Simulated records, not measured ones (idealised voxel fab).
Process module heading - voxel transistor to metal
It is cross-section cut that appears here, measuring 270 nm in width, its square cells being 5 nm in size.
Each cross-section below is a grid of square cells, stated as bands in top-down order, with one or more rows of cells making up each band.
Per band: top height and bottom height in nm, followed by the left-to-right materials and their widths in nm; "throughout" marks a single material spanning edge to edge, "air" marks empty space.
The level at which height equals 0 is the one under which the wafer, as it arrives, is entirely one material. No lower edge exists for the bottom band, which continues downward and is notated as in "z 0 and below".
Graded width ("30..40"): value in top row of band = first number; value in bottom row = second number; row-to-row change constant.
"remains unaltered" after a step means that no cell of the cross-section changed.
The list in "Voids, sealed" covers empty spaces of 8 cells or more that cannot reach the top through any open way, and it gives each as width x height at distance; the distance is from the left edge, and width, height and distance are in nm.
On each step's line, the part that comes after the settings is the simulator's own comment on the step.
"overlay nm", when on a step's line for a step with a mask, measures how far to the right of its planned place the mask lay; a negative measure means to the left.
HERE'S WHAT THE PLANNED PROCESS STEPS LOOK LIKE
1,op RECEIVE | material Si
2,op OXIDIZE | depth nm 5
3,op CONFORMAL_DEP | material SiN | thk nm 10
4,op MASKED_ETCH | tone cover | mask id ACTIVE | width nm 95 | pitch nm 115 | etch materials SiN | depth nm 10 | overlay nm 0
5,op MASKED_ETCH | tone cover | mask id ACTIVE | width nm 95 | pitch nm 115 | etch materials SiO2 | depth nm 5 | overlay nm 0
6,op MASKED_ETCH | tone cover | mask id ACTIVE | width nm 95 | pitch nm 115 | etch materials Si | depth nm 25 | overlay nm 0
7,op OXIDIZE | depth nm 5
8,op FILL_DEP | material SiO2 | thk nm 10
9,op CMP | height nm 10
10,op SELECTIVE_ETCH | etch materials SiO2 | depth nm 5
11,op STRIP | etch materials SiN
12,op SELECTIVE_ETCH | etch materials SiO2 | depth nm 5
13,op OXIDIZE | depth nm 5
14,op DIRECTIONAL_DEP | material polySi | thk nm 30
15,op DIRECTIONAL_DEP | material SiCN | thk nm 10
16,op MASKED_ETCH | tone cover | mask id GATE | width nm 15 | pitch nm 115 | etch materials SiCN | depth nm 20 | overlay nm 0
17,op MASKED_ETCH | tone cover | mask id GATE | width nm 15 | pitch nm 115 | etch materials polySi | depth nm 40 | overlay nm 0
18,op CONFORMAL_DEP | material SiO2 | thk nm 5
19,op DIRECTIONAL_ETCH | etch materials SiO2 | depth nm 5
20,op CONFORMAL_DEP | material SiN | thk nm 10
21,op DIRECTIONAL_ETCH | etch materials SiN | depth nm 10
22,op DIRECTIONAL_ETCH | etch materials SiO2 | depth nm 5
23,op DIRECTIONAL_ETCH | etch materials Si | depth nm 15
24,op EPI | material nSi | thk nm 15
25,op FILL_DEP | material SiO2 | thk nm 10
26,op CMP | height nm 35
27,op DIRECTIONAL_DEP | material SiO2 | thk nm 15
28,op DIRECTIONAL_DEP | material aC | thk nm 15
29,op PATTERN | tone open | mask id CONTACT | material resist | width nm 30 | thk nm 35 | overlay nm 0
30,op DIRECTIONAL_ETCH | etch materials aC | depth nm 15
31,op STRIP | etch materials resist
32,op DIRECTIONAL_ETCH | etch materials SiO2 | depth nm 45
33,op STRIP | etch materials aC
34,op CONFORMAL_DEP | material TiN | thk nm 5
35,op FILL_DEP | material W | thk nm 10
36,op CMP | height nm 50
37,op DIRECTIONAL_DEP | material TiN | thk nm 5
38,op DIRECTIONAL_DEP | material Ru | thk nm 15
39,op MASKED_ETCH | tone cover | mask id METAL_1 | width nm 15 | etch materials Ru | depth nm 15 | overlay nm 0
40,op MASKED_ETCH | tone cover | mask id METAL_1 | width nm 15 | etch materials TiN | depth nm 5 | overlay nm 0
41,op CONFORMAL_DEP | material SiCN | thk nm 5
42,op FILL_DEP | material SiO2 | thk nm 5
43,op CMP | height nm 70
44,op CONFORMAL_DEP | material SiCN | thk nm 5
AS RECEIVED, AFTER STEP 1
    z 0 and below: Si throughout
    Voids, sealed: none
FIRST WAFER AT THE END, AS PLANNED
    z 75 to 70: SiCN throughout
    z 70 to 55: 30 of SiO2  5 of SiCN  15 of Ru  5 of SiCN  45 of SiO2  5 of SiCN  15 of Ru  5 of SiCN  20 of SiO2  5 of SiCN  15 of Ru  5 of SiCN  45 of SiO2  5 of SiCN  15 of Ru  5 of SiCN  30 of SiO2
    z 55 to 50: 35 of SiCN  15 of TiN  55 of SiCN  15 of TiN  30 of SiCN  15 of TiN  55 of SiCN  15 of TiN  35 of SiCN
    z 50 to 40: 35 of SiO2  5 of TiN  20 of W  5 of TiN  25 of SiO2  5 of TiN  20 of W  5 of TiN  30 of SiO2  5 of TiN  20 of W  5 of TiN  25 of SiO2  5 of TiN  20 of W  5 of TiN  35 of SiO2
    z 40 to 35: 35 of SiO2  5 of TiN  10 of W  15 of TiN  25 of SiO2  15 of TiN  10 of W  5 of TiN  30 of SiO2  5 of TiN  10 of W  15 of TiN  25 of SiO2  15 of TiN  10 of W  5 of TiN  35 of SiO2
    z 35 to 25: 35 of SiO2  5 of TiN  10 of W  5 of TiN  10 of SiN  5 of SiO2  15 of SiCN  5 of SiO2  10 of SiN  5 of TiN  10 of W  5 of TiN  30 of SiO2  5 of TiN  10 of W  5 of TiN  10 of SiN  5 of SiO2  15 of SiCN  5 of SiO2  10 of SiN  5 of TiN  10 of W  5 of TiN  35 of SiO2
    z 25 to 10: 35 of SiO2  5 of TiN  10 of W  5 of TiN  10 of SiN  5 of SiO2  15 of polySi  5 of SiO2  10 of SiN  5 of TiN  10 of W  5 of TiN  30 of SiO2  5 of TiN  10 of W  5 of TiN  10 of SiN  5 of SiO2  15 of polySi  5 of SiO2  10 of SiN  5 of TiN  10 of W  5 of TiN  35 of SiO2
    z 10 to 5: 35 of SiO2  20 of TiN  10 of SiN  5 of SiO2  15 of polySi  5 of SiO2  10 of SiN  20 of TiN  30 of SiO2  20 of TiN  10 of SiN  5 of SiO2  15 of polySi  5 of SiO2  10 of SiN  20 of TiN  35 of SiO2
    z 5 to 0: 35 of SiO2  20 of nSi  10 of SiN  5 of SiO2  15 of polySi  5 of SiO2  10 of SiN  20 of nSi  30 of SiO2  20 of nSi  10 of SiN  5 of SiO2  15 of polySi  5 of SiO2  10 of SiN  20 of nSi  35 of SiO2
    z 0 to -5: 30 of SiO2  10 of SiN  15 of nSi  10 of SiN  5 of SiO2  15 of polySi  5 of SiO2  10 of SiN  15 of nSi  10 of SiN  20 of SiO2  10 of SiN  15 of nSi  10 of SiN  5 of SiO2  15 of polySi  5 of SiO2  10 of SiN  15 of nSi  10 of SiN  30 of SiO2
    z -5 to -10: 40 of SiO2  15 of nSi  45 of SiO2  15 of nSi  40 of SiO2  15 of nSi  45 of SiO2  15 of nSi  40 of SiO2
    z -10 to -25: 35 of SiO2  5 of Si  15 of nSi  45 of Si  15 of nSi  5 of Si  30 of SiO2  5 of Si  15 of nSi  45 of Si  15 of nSi  5 of Si  35 of SiO2
    z -25 to -35: 35 of SiO2  85 of Si  30 of SiO2  85 of Si  35 of SiO2
    z -35 and below: Si throughout
    Voids, sealed: none
SECOND OF TWO WAFERS, MODULE COMPLETE, SECTIONED: IT SHARES THE FIRST WAFER'S START AND PLAN BUT WAS RUN WITH ONE MISTAKE
    z 75 to 70: SiCN throughout
    z 70 to 55: 30 of SiO2  5 of SiCN  15 of Ru  5 of SiCN  45 of SiO2  5 of SiCN  15 of Ru  5 of SiCN  20 of SiO2  5 of SiCN  15 of Ru  5 of SiCN  45 of SiO2  5 of SiCN  15 of Ru  5 of SiCN  30 of SiO2
    z 55 to 50: 35 of SiCN  15 of TiN  55 of SiCN  15 of TiN  30 of SiCN  15 of TiN  55 of SiCN  15 of TiN  35 of SiCN
    z 50 to 40: 35 of SiO2  5 of TiN  20 of W  5 of TiN  25 of SiO2  5 of TiN  20 of W  5 of TiN  30 of SiO2  5 of TiN  20 of W  5 of TiN  25 of SiO2  5 of TiN  20 of W  5 of TiN  35 of SiO2
    z 40 to 35: 35 of SiO2  5 of TiN  10 of W  15 of TiN  25 of SiO2  15 of TiN  10 of W  5 of TiN  30 of SiO2  5 of TiN  10 of W  15 of TiN  25 of SiO2  15 of TiN  10 of W  5 of TiN  35 of SiO2
    z 35 to 25: 35 of SiO2  5 of TiN  10 of W  5 of TiN  10 of SiN  5 of SiO2  15 of SiCN  5 of SiO2  10 of SiN  5 of TiN  10 of W  5 of TiN  30 of SiO2  5 of TiN  10 of W  5 of TiN  10 of SiN  5 of SiO2  15 of SiCN  5 of SiO2  10 of SiN  5 of TiN  10 of W  5 of TiN  35 of SiO2
    z 25 to 10: 35 of SiO2  5 of TiN  10 of W  5 of TiN  10 of SiN  5 of SiO2  15 of polySi  5 of SiO2  10 of SiN  5 of TiN  10 of W  5 of TiN  30 of SiO2  5 of TiN  10 of W  5 of TiN  10 of SiN  5 of SiO2  15 of polySi  5 of SiO2  10 of SiN  5 of TiN  10 of W  5 of TiN  35 of SiO2
    z 10 to 5: 35 of SiO2  20 of TiN  10 of SiN  5 of SiO2  15 of polySi  5 of SiO2  10 of SiN  20 of TiN  30 of SiO2  20 of TiN  10 of SiN  5 of SiO2  15 of polySi  5 of SiO2  10 of SiN  20 of TiN  35 of SiO2
    z 5 to 0: 35 of SiO2  20 of nSi  10 of SiN  5 of SiO2  15 of polySi  5 of SiO2  10 of SiN  20 of nSi  30 of SiO2  20 of nSi  10 of SiN  5 of SiO2  15 of polySi  5 of SiO2  10 of SiN  20 of nSi  35 of SiO2
    z 0 to -5: 30 of SiO2  10 of SiN  15 of nSi  10 of SiN  5 of SiO2  15 of polySi  5 of SiO2  10 of SiN  15 of nSi  10 of SiN  20 of SiO2  10 of SiN  15 of nSi  10 of SiN  5 of SiO2  15 of polySi  5 of SiO2  10 of SiN  15 of nSi  10 of SiN  30 of SiO2
    z -5 to -10: 40 of SiO2  15 of nSi  45 of SiO2  15 of nSi  40 of SiO2  15 of nSi  45 of SiO2  15 of nSi  40 of SiO2
    z -10 to -35: 35 of SiO2  5 of Si  15 of nSi  45 of Si  15 of nSi  5 of Si  30 of SiO2  5 of Si  15 of nSi  45 of Si  15 of nSi  5 of Si  35 of SiO2
    z -35 to -40: 40 of Si  15 of nSi  45 of Si  15 of nSi  40 of Si  15 of nSi  45 of Si  15 of nSi  40 of Si
    z -40 and below: Si throughout
    Voids, sealed: none
It is concluded that the wafer was processed incorrectly with respect to the plan, in that plan step 23 was conducted twice
Upon completion, the second wafer contains, in terms of cells, a greater or smaller amount of certain materials than the first wafer: 36 fewer of Si; 36 more of nSi
